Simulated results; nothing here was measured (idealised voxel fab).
The process module presented herein is designated voxel air gaps.
Displayed cross-section: cut, width of 265 nm, square cells sized 5 nm.
Heads up, the way a cross-section reads in here is a grid of square cells, handed over as bands from the top down, with every band being one or more rows of cells. Top, bottom (nm), then materials left to right with widths (nm); lone material tagged "full width" fills the whole band edge to edge; "blank" = empty space. Heights are expressed relative to 0, this being the level below which the as-received wafer comprises one material exclusively. The lowest band is unbounded in the downward direction and is denoted as in "0 nm and below". Width "30 to 40": first value at the band's top row of cells, second value at its bottom row, equal change from row to row. Any step labelled "everything unchanged" changed none of the cells in the cross-section. In "Enclosed cavity list" the enclosed voids are listed, meaning empty spaces of 8 cells or larger without any opening to the top. The form is width x height at distance, distance from the left edge, units nm. Post-settings text on a step line: simulator's own remark regarding the step. Steps that use a mask can have "overlay nm" on their line. It says how far the mask sat to the right of where it was meant to be. Negative means to the left.
### Listed below are the process steps as planned
1 RECEIVE, material Si
2 CONFORMAL_DEP, material SiO2, thk nm 10
3 CONFORMAL_DEP, material SiCN, thk nm 5
4 DIRECTIONAL_DEP, material lowk, thk nm 40
5 PATTERN, tone open, mask id LINES, material resist, width nm 20, pitch nm 45, thk nm 15, overlay nm 0
6 DIRECTIONAL_ETCH, etch materials lowk, depth nm 40
7 STRIP, etch materials resist
8 CONFORMAL_DEP, material TiN, thk nm 5
9 FILL_DEP, material W, thk nm 5
10 CMP, height nm 55
11 EPI, material Ru, thk nm 10
12 SELECTIVE_ETCH, etch materials lowk, depth nm 50
13 CONFORMAL_DEP, material SiCN, thk nm 5
### Below: the first of two wafers, run as planned
### Shown in cross-section is the wafer as received, that is, as it stands after step 1
	0 nm and below: Si full width
	Enclosed cavity list: none
### Wafer after step 2 (cross-section)
	10 nm to 0 nm: SiO2 full width
	Below a height of 0, the structure has not been altered.
### Wafer after step 3 (cross-section)
	15 nm to 10 nm: SiCN full width
	Below a height of 10, the structure has not been altered.
### Wafer after step 4 (cross-section)
	55 nm to 15 nm: lowk full width
	Below a height of 15, the structure has not been altered.
### Wafer after step 5 (cross-section)
	70 nm to 55 nm: resist=55 | blank=20 | resist=25 | blank=20 | resist=25 | blank=20 | resist=25 | blank=20 | resist=55
	Below a height of 55, the structure has not been altered.
### Wafer after step 6 (cross-section)
	70 nm to 55 nm: resist=55 | blank=20 | resist=25 | blank=20 | resist=25 | blank=20 | resist=25 | blank=20 | resist=55
	55 nm to 15 nm: lowk=55 | blank=20 | lowk=25 | blank=20 | lowk=25 | blank=20 | lowk=25 | blank=20 | lowk=55
	Below a height of 15, the structure has not been altered.
### Wafer after step 7 (cross-section)
	55 nm to 15 nm: lowk=55 | blank=20 | lowk=25 | blank=20 | lowk=25 | blank=20 | lowk=25 | blank=20 | lowk=55
	Below a height of 15, the structure has not been altered.
### Wafer after step 8 (cross-section)
	60 nm to 55 nm: TiN=60 | blank=10 | TiN=35 | blank=10 | TiN=35 | blank=10 | TiN=35 | blank=10 | TiN=60
	55 nm to 20 nm: lowk=55 | TiN=5 | blank=10 | TiN=5 | lowk=25 | TiN=5 | blank=10 | TiN=5 | lowk=25 | TiN=5 | blank=10 | TiN=5 | lowk=25 | TiN=5 | blank=10 | TiN=5 | lowk=55
	20 nm to 15 nm: lowk=55 | TiN=20 | lowk=25 | TiN=20 | lowk=25 | TiN=20 | lowk=25 | TiN=20 | lowk=55
	Below a height of 15, the structure has not been altered.
### Wafer after step 9 (cross-section)
	65 nm to 60 nm: W full width
	60 nm to 55 nm: TiN=60 | W=10 | TiN=35 | W=10 | TiN=35 | W=10 | TiN=35 | W=10 | TiN=60
	55 nm to 20 nm: lowk=55 | TiN=5 | W=10 | TiN=5 | lowk=25 | TiN=5 | W=10 | TiN=5 | lowk=25 | TiN=5 | W=10 | TiN=5 | lowk=25 | TiN=5 | W=10 | TiN=5 | lowk=55
	Below a height of 20, the structure has not been altered.
### Wafer after step 10 (cross-section)
	55 nm to 20 nm: lowk=55 | TiN=5 | W=10 | TiN=5 | lowk=25 | TiN=5 | W=10 | TiN=5 | lowk=25 | TiN=5 | W=10 | TiN=5 | lowk=25 | TiN=5 | W=10 | TiN=5 | lowk=55
	Below a height of 20, the structure has not been altered.
### Wafer after step 11 (cross-section)
	65 nm to 55 nm: blank=45 | Ru=40 | blank=5 | Ru=40 | blank=5 | Ru=40 | blank=5 | Ru=40 | blank=45
	Below a height of 55, the structure has not been altered.
### Wafer after step 12 (cross-section)
	65 nm to 55 nm: blank=45 | Ru=40 | blank=5 | Ru=40 | blank=5 | Ru=40 | blank=5 | Ru=40 | blank=45
	55 nm to 20 nm: blank=55 | TiN=5 | W=10 | TiN=5 | blank=25 | TiN=5 | W=10 | TiN=5 | blank=25 | TiN=5 | W=10 | TiN=5 | blank=25 | TiN=5 | W=10 | TiN=5 | blank=55
	20 nm to 15 nm: blank=55 | TiN=20 | blank=25 | TiN=20 | blank=25 | TiN=20 | blank=25 | TiN=20 | blank=55
	Below a height of 15, the structure has not been altered.
### Wafer after step 13 (cross-section)
	70 nm to 65 nm: blank=40 | SiCN=185 | blank=40
	65 nm to 55 nm: blank=40 | SiCN=5 | Ru=40 | SiCN=5 | Ru=40 | SiCN=5 | Ru=40 | SiCN=5 | Ru=40 | SiCN=5 | blank=40
	55 nm to 50 nm: blank=40 | SiCN=15 | TiN=5 | W=10 | TiN=5 | SiCN=25 | TiN=5 | W=10 | TiN=5 | SiCN=25 | TiN=5 | W=10 | TiN=5 | SiCN=25 | TiN=5 | W=10 | TiN=5 | SiCN=15 | blank=40
	50 nm to 20 nm: blank=50 | SiCN=5 | TiN=5 | W=10 | TiN=5 | SiCN=5 | blank=15 | SiCN=5 | TiN=5 | W=10 | TiN=5 | SiCN=5 | blank=15 | SiCN=5 | TiN=5 | W=10 | TiN=5 | SiCN=5 | blank=15 | SiCN=5 | TiN=5 | W=10 | TiN=5 | SiCN=5 | blank=50
	20 nm to 15 nm: SiCN=55 | TiN=20 | SiCN=25 | TiN=20 | SiCN=25 | TiN=20 | SiCN=25 | TiN=20 | SiCN=55
	Below a height of 15, the structure has not been altered.
	Enclosed cavity list: 15 x 30 at 80; 15 x 30 at 125; 15 x 30 at 170
### Second wafer, same starting state and plan as the first, one mistake in the run, identical through step 4
### Cross-section of the second wafer at the time by which step 5 should have been completed according to the plan
	70 nm to 55 nm: resist=45 | blank=20 | resist=25 | blank=20 | resist=25 | blank=20 | resist=25 | blank=20 | resist=65
	Below a height of 55, the structure has not been altered.
### Cross-section of the second wafer at the time by which step 6 should have been completed according to the plan
	70 nm to 55 nm: resist=45 | blank=20 | resist=25 | blank=20 | resist=25 | blank=20 | resist=25 | blank=20 | resist=65
	55 nm to 15 nm: lowk=45 | blank=20 | lowk=25 | blank=20 | lowk=25 | blank=20 | lowk=25 | blank=20 | lowk=65
	Below a height of 15, the structure has not been altered.
### Cross-section of the second wafer at the time by which step 7 should have been completed according to the plan
	55 nm to 15 nm: lowk=45 | blank=20 | lowk=25 | blank=20 | lowk=25 | blank=20 | lowk=25 | blank=20 | lowk=65
	Below a height of 15, the structure has not been altered.
### Cross-section of the second wafer at the time by which step 8 should have been completed according to the plan
	60 nm to 55 nm: TiN=50 | blank=10 | TiN=35 | blank=10 | TiN=35 | blank=10 | TiN=35 | blank=10 | TiN=70
	55 nm to 20 nm: lowk=45 | TiN=5 | blank=10 | TiN=5 | lowk=25 | TiN=5 | blank=10 | TiN=5 | lowk=25 | TiN=5 | blank=10 | TiN=5 | lowk=25 | TiN=5 | blank=10 | TiN=5 | lowk=65
	20 nm to 15 nm: lowk=45 | TiN=20 | lowk=25 | TiN=20 | lowk=25 | TiN=20 | lowk=25 | TiN=20 | lowk=65
	Below a height of 15, the structure has not been altered.
### Cross-section of the second wafer at the time by which step 9 should have been completed according to the plan
	65 nm to 60 nm: W full width
	60 nm to 55 nm: TiN=50 | W=10 | TiN=35 | W=10 | TiN=35 | W=10 | TiN=35 | W=10 | TiN=70
	55 nm to 20 nm: lowk=45 | TiN=5 | W=10 | TiN=5 | lowk=25 | TiN=5 | W=10 | TiN=5 | lowk=25 | TiN=5 | W=10 | TiN=5 | lowk=25 | TiN=5 | W=10 | TiN=5 | lowk=65
	Below a height of 20, the structure has not been altered.
### Cross-section of the second wafer at the time by which step 10 should have been completed according to the plan
	55 nm to 20 nm: lowk=45 | TiN=5 | W=10 | TiN=5 | lowk=25 | TiN=5 | W=10 | TiN=5 | lowk=25 | TiN=5 | W=10 | TiN=5 | lowk=25 | TiN=5 | W=10 | TiN=5 | lowk=65
	Below a height of 20, the structure has not been altered.
### Cross-section of the second wafer at the time by which step 11 should have been completed according to the plan
	65 nm to 55 nm: blank=35 | Ru=40 | blank=5 | Ru=40 | blank=5 | Ru=40 | blank=5 | Ru=40 | blank=55
	Below a height of 55, the structure has not been altered.
### Cross-section of the second wafer at the time by which step 12 should have been completed according to the plan
	65 nm to 55 nm: blank=35 | Ru=40 | blank=5 | Ru=40 | blank=5 | Ru=40 | blank=5 | Ru=40 | blank=55
	55 nm to 20 nm: blank=45 | TiN=5 | W=10 | TiN=5 | blank=25 | TiN=5 | W=10 | TiN=5 | blank=25 | TiN=5 | W=10 | TiN=5 | blank=25 | TiN=5 | W=10 | TiN=5 | blank=65
	20 nm to 15 nm: blank=45 | TiN=20 | blank=25 | TiN=20 | blank=25 | TiN=20 | blank=25 | TiN=20 | blank=65
	Below a height of 15, the structure has not been altered.
### Cross-section of the second wafer at the time by which step 13 should have been completed according to the plan
	70 nm to 65 nm: blank=30 | SiCN=185 | blank=50
	65 nm to 55 nm: blank=30 | SiCN=5 | Ru=40 | SiCN=5 | Ru=40 | SiCN=5 | Ru=40 | SiCN=5 | Ru=40 | SiCN=5 | blank=50
	55 nm to 50 nm: blank=30 | SiCN=15 | TiN=5 | W=10 | TiN=5 | SiCN=25 | TiN=5 | W=10 | TiN=5 | SiCN=25 | TiN=5 | W=10 | TiN=5 | SiCN=25 | TiN=5 | W=10 | TiN=5 | SiCN=15 | blank=50
	50 nm to 20 nm: blank=40 | SiCN=5 | TiN=5 | W=10 | TiN=5 | SiCN=5 | blank=15 | SiCN=5 | TiN=5 | W=10 | TiN=5 | SiCN=5 | blank=15 | SiCN=5 | TiN=5 | W=10 | TiN=5 | SiCN=5 | blank=15 | SiCN=5 | TiN=5 | W=10 | TiN=5 | SiCN=5 | blank=60
	20 nm to 15 nm: SiCN=45 | TiN=20 | SiCN=25 | TiN=20 | SiCN=25 | TiN=20 | SiCN=25 | TiN=20 | SiCN=65
	Below a height of 15, the structure has not been altered.
	Enclosed cavity list: 15 x 30 at 70; 15 x 30 at 115; 15 x 30 at 160
What went wrong in running the wafer? step 5: run off-plan, actual operation and settings PATTERN, tone open, mask id LINES, material resist, width nm 20, pitch nm 45, thk nm 15, overlay nm -10
Same inventory, different map: at the end, the second wafer holds as many cells of each material as the first, placed elsewhere.
